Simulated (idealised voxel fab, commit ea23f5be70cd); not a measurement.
The name of this process module is voxel spacer lines.
cross-section cut | 165 nm wide | cells 5 nm
A cross-section in this document is a grid of square cells, and it is written down as bands, the top band listed before the ones below it; a band is made up of one or more rows of cells. For a band, the entry starts with two heights in nm, that of the top and then that of the bottom, and carries on with the band's materials in order from left to right, each alongside its width in nm; the word "full width" beside a single material means it fills the band edge to edge, and "blank" means empty space. Height reference: 0 = level under which incoming wafer is all one material. Lowest band: no bottom, runs on downward, e.g. "0 nm and below". The notation "30 to 40" denotes a width that varies across the rows of cells in the band, beginning at the first number in the top row, finishing at the second number in the bottom row, and changing by an identical amount from each row to the next. Given "nothing was modified" for a step, no cell of the cross-section differs between before and after that step. Entry "Unvented internal voids" = empty spaces >= 8 cells with no open way to the top; each as width x height at distance, distance from left edge, all nm. Heads up: the bit after the settings on a step's line is the simulator's remark on that step. "overlay nm", when on a step's line for a step with a mask, measures how far to the right of its planned place the mask lay; a negative measure means to the left.
## Process steps foreseen in the plan
1. RECEIVE: material Si
2. CONFORMAL_DEP: material Al2O3, thk nm 5
3. DIRECTIONAL_DEP: material polySi, thk nm 15
4. DIRECTIONAL_DEP: material aC, thk nm 25
5. PATTERN: tone cover, mask id MANDREL, material resist, width nm 20, pitch nm 60, thk nm 30, overlay nm 0
6. DIRECTIONAL_ETCH: etch materials aC, depth nm 25
7. STRIP: etch materials resist
8. CONFORMAL_DEP: material SiO2, thk nm 10
9. DIRECTIONAL_ETCH: etch materials SiO2, depth nm 10
10. STRIP: etch materials aC
11. DIRECTIONAL_ETCH: etch materials polySi, depth nm 15
12. STRIP: etch materials SiO2
Where the wafers of this document differ is in the thk nm of step 2; they start out the same, and the plan states the value that applied to the first wafer.
## Cross-section of the first of several wafers on receipt, reflecting completion of step 1
> 0 nm and below  Si full width
> Unvented internal voids: none
## Every row in this table is a wafer at the end of the module, and it gives, for each of the materials, the cells that wafer has gained (+) or lost (-) since it was received, then its closed voids
thk nm 5; +33 Al2O3; +24 polySi; Unvented internal voids: none
thk nm 10; +66 Al2O3; +24 polySi; Unvented internal voids: none
thk nm 15; +99 Al2O3; +24 polySi; Unvented internal voids: none
thk nm 20; +132 Al2O3; +24 polySi; Unvented internal voids: none
